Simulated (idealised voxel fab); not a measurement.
process module | voxel air gaps
cross-section cut | 260 nm wide | cells 5 nm
A cross-section is a grid of square cells, given in bands from the top down. A band is one or more rows of cells.
Each band's line starts with the height of the band's top and of its bottom, in nm. Then come its materials from left to right, each with its width in nm. One material with "throughout" fills the band from edge to edge. "air" is empty space.
Height 0 is the level under which the wafer as received is all one material. The lowest band goes on downwards, as in "0 down".
A width such as "30 to 40" changes by the same amount from each row of cells to the next, from the band's top row to its bottom row.
"no change" after a step means that no cell of the cross-section changed.
closed voids: empty space of 8 cells or more with no open way to the top, each as width x height at its distance from the left edge, in nm
after a step's settings: what the simulator itself notes on the step
overlay nm, on a step with a mask: how far to the right of its planned place the mask lay; to the left if negative
plan
1 op RECEIVE | material Si
2 op CONFORMAL_DEP | material SiO2 | thk nm 15
3 op CONFORMAL_DEP | material SiCN | thk nm 5
4 op DIRECTIONAL_DEP | material SiO2 | thk nm 40
5 op PATTERN | tone open | mask id LINES | material resist | width nm 20 | pitch nm 45 | thk nm 20 | overlay nm 0
6 op DIRECTIONAL_ETCH | etch materials SiO2 | depth nm 40
7 op STRIP | etch materials resist
8 op CONFORMAL_DEP | material TiN | thk nm 5
9 op FILL_DEP | material Ru | thk nm 5
10 op CMP | height nm 60
11 op EPI | material Ru | thk nm 10
12 op SELECTIVE_ETCH | etch materials SiO2 | depth nm 50
13 op CONFORMAL_DEP | material SiCN | thk nm 5
first wafer, as planned
as received, after step 1
  0 down: Si throughout
  closed voids: none
after step 2
  15 to 0: SiO2 throughout
  below 0: unchanged
after step 3
  20 to 15: SiCN throughout
  below 15: unchanged
after step 4
  60 to 20: SiO2 throughout
  below 20: unchanged
after step 5
  80 to 60: resist 50 | air 20 | resist 25 | air 20 | resist 25 | air 20 | resist 25 | air 20 | resist 55
  below 60: unchanged
after step 6
  80 to 60: resist 50 | air 20 | resist 25 | air 20 | resist 25 | air 20 | resist 25 | air 20 | resist 55
  60 to 20: SiO2 50 | air 20 | SiO2 25 | air 20 | SiO2 25 | air 20 | SiO2 25 | air 20 | SiO2 55
  below 20: unchanged
after step 7
  60 to 20: SiO2 50 | air 20 | SiO2 25 | air 20 | SiO2 25 | air 20 | SiO2 25 | air 20 | SiO2 55
  below 20: unchanged
after step 8
  65 to 60: TiN 55 | air 10 | TiN 35 | air 10 | TiN 35 | air 10 | TiN 35 | air 10 | TiN 60
  60 to 25: SiO2 50 | TiN 5 | air 10 | TiN 5 | SiO2 25 | TiN 5 | air 10 | TiN 5 | SiO2 25 | TiN 5 | air 10 | TiN 5 | SiO2 25 | TiN 5 | air 10 | TiN 5 | SiO2 55
  25 to 20: SiO2 50 | TiN 20 | SiO2 25 | TiN 20 | SiO2 25 | TiN 20 | SiO2 25 | TiN 20 | SiO2 55
  below 20: unchanged
after step 9
  70 to 65: Ru throughout
  65 to 60: TiN 55 | Ru 10 | TiN 35 | Ru 10 | TiN 35 | Ru 10 | TiN 35 | Ru 10 | TiN 60
  60 to 25: SiO2 50 | TiN 5 | Ru 10 | TiN 5 | SiO2 25 | TiN 5 | Ru 10 | TiN 5 | SiO2 25 | TiN 5 | Ru 10 | TiN 5 | SiO2 25 | TiN 5 | Ru 10 | TiN 5 | SiO2 55
  below 25: unchanged
after step 10
  60 to 25: SiO2 50 | TiN 5 | Ru 10 | TiN 5 | SiO2 25 | TiN 5 | Ru 10 | TiN 5 | SiO2 25 | TiN 5 | Ru 10 | TiN 5 | SiO2 25 | TiN 5 | Ru 10 | TiN 5 | SiO2 55
  below 25: unchanged
after step 11
  70 to 60: air 40 | Ru 40 | air 5 | Ru 40 | air 5 | Ru 40 | air 5 | Ru 40 | air 45
  below 60: unchanged
after step 12
  70 to 60: air 40 | Ru 40 | air 5 | Ru 40 | air 5 | Ru 40 | air 5 | Ru 40 | air 45
  60 to 25: air 50 | TiN 5 | Ru 10 | TiN 5 | air 25 | TiN 5 | Ru 10 | TiN 5 | air 25 | TiN 5 | Ru 10 | TiN 5 | air 25 | TiN 5 | Ru 10 | TiN 5 | air 55
  25 to 20: air 50 | TiN 20 | air 25 | TiN 20 | air 25 | TiN 20 | air 25 | TiN 20 | air 55
  below 20: unchanged
after step 13
  75 to 70: air 35 | SiCN 185 | air 40
  70 to 60: air 35 | SiCN 5 | Ru 40 | SiCN 5 | Ru 40 | SiCN 5 | Ru 40 | SiCN 5 | Ru 40 | SiCN 5 | air 40
  60 to 55: air 35 | SiCN 15 | TiN 5 | Ru 10 | TiN 5 | SiCN 25 | TiN 5 | Ru 10 | TiN 5 | SiCN 25 | TiN 5 | Ru 10 | TiN 5 | SiCN 25 | TiN 5 | Ru 10 | TiN 5 | SiCN 15 | air 40
  55 to 25: air 45 | SiCN 5 | TiN 5 | Ru 10 | TiN 5 | SiCN 5 | air 15 | SiCN 5 | TiN 5 | Ru 10 | TiN 5 | SiCN 5 | air 15 | SiCN 5 | TiN 5 | Ru 10 | TiN 5 | SiCN 5 | air 15 | SiCN 5 | TiN 5 | Ru 10 | TiN 5 | SiCN 5 | air 50
  25 to 20: SiCN 50 | TiN 20 | SiCN 25 | TiN 20 | SiCN 25 | TiN 20 | SiCN 25 | TiN 20 | SiCN 55
  below 20: unchanged
  closed voids: 15 x 30 at 75; 15 x 30 at 120; 15 x 30 at 165
second wafer: like start, like plan, one mistake. Through step 10 it matches the first wafer
when step 11 should have ended
  60 to 25: air 50 | TiN 5 | Ru 10 | TiN 5 | air 25 | TiN 5 | Ru 10 | TiN 5 | air 25 | TiN 5 | Ru 10 | TiN 5 | air 25 | TiN 5 | Ru 10 | TiN 5 | air 55
  25 to 20: air 50 | TiN 20 | air 25 | TiN 20 | air 25 | TiN 20 | air 25 | TiN 20 | air 55
  below 20: unchanged
when step 12 should have ended
  70 to 60: air 40 | Ru 40 | air 5 | Ru 40 | air 5 | Ru 40 | air 5 | Ru 40 | air 45
  60 to 25: air 40 | Ru 10 | TiN 5 | Ru 10 | TiN 5 | Ru 10 | air 5 | Ru 10 | TiN 5 | Ru 10 | TiN 5 | Ru 10 | air 5 | Ru 10 | TiN 5 | Ru 10 | TiN 5 | Ru 10 | air 5 | Ru 10 | TiN 5 | Ru 10 | TiN 5 | Ru 10 | air 45
  25 to 20: air 40 | Ru 10 | TiN 20 | Ru 10 | air 5 | Ru 10 | TiN 20 | Ru 10 | air 5 | Ru 10 | TiN 20 | Ru 10 | air 5 | Ru 10 | TiN 20 | Ru 10 | air 45
  below 20: unchanged
when step 13 should have ended
  75 to 70: air 35 | SiCN 185 | air 40
  70 to 60: air 35 | SiCN 5 | Ru 40 | SiCN 5 | Ru 40 | SiCN 5 | Ru 40 | SiCN 5 | Ru 40 | SiCN 5 | air 40
  60 to 25: air 35 | SiCN 5 | Ru 10 | TiN 5 | Ru 10 | TiN 5 | Ru 10 | SiCN 5 | Ru 10 | TiN 5 | Ru 10 | TiN 5 | Ru 10 | SiCN 5 | Ru 10 | TiN 5 | Ru 10 | TiN 5 | Ru 10 | SiCN 5 | Ru 10 | TiN 5 | Ru 10 | TiN 5 | Ru 10 | SiCN 5 | air 40
  25 to 20: SiCN 40 | Ru 10 | TiN 20 | Ru 10 | SiCN 5 | Ru 10 | TiN 20 | Ru 10 | SiCN 5 | Ru 10 | TiN 20 | Ru 10 | SiCN 5 | Ru 10 | TiN 20 | Ru 10 | SiCN 45
  below 20: unchanged
what went wrong: steps 11 and 12 were swapped
at the end the second wafer has, in cells: 128 more of Ru | 50 fewer of SiCN
closed voids at the end (first wafer, second wafer): 3, 0
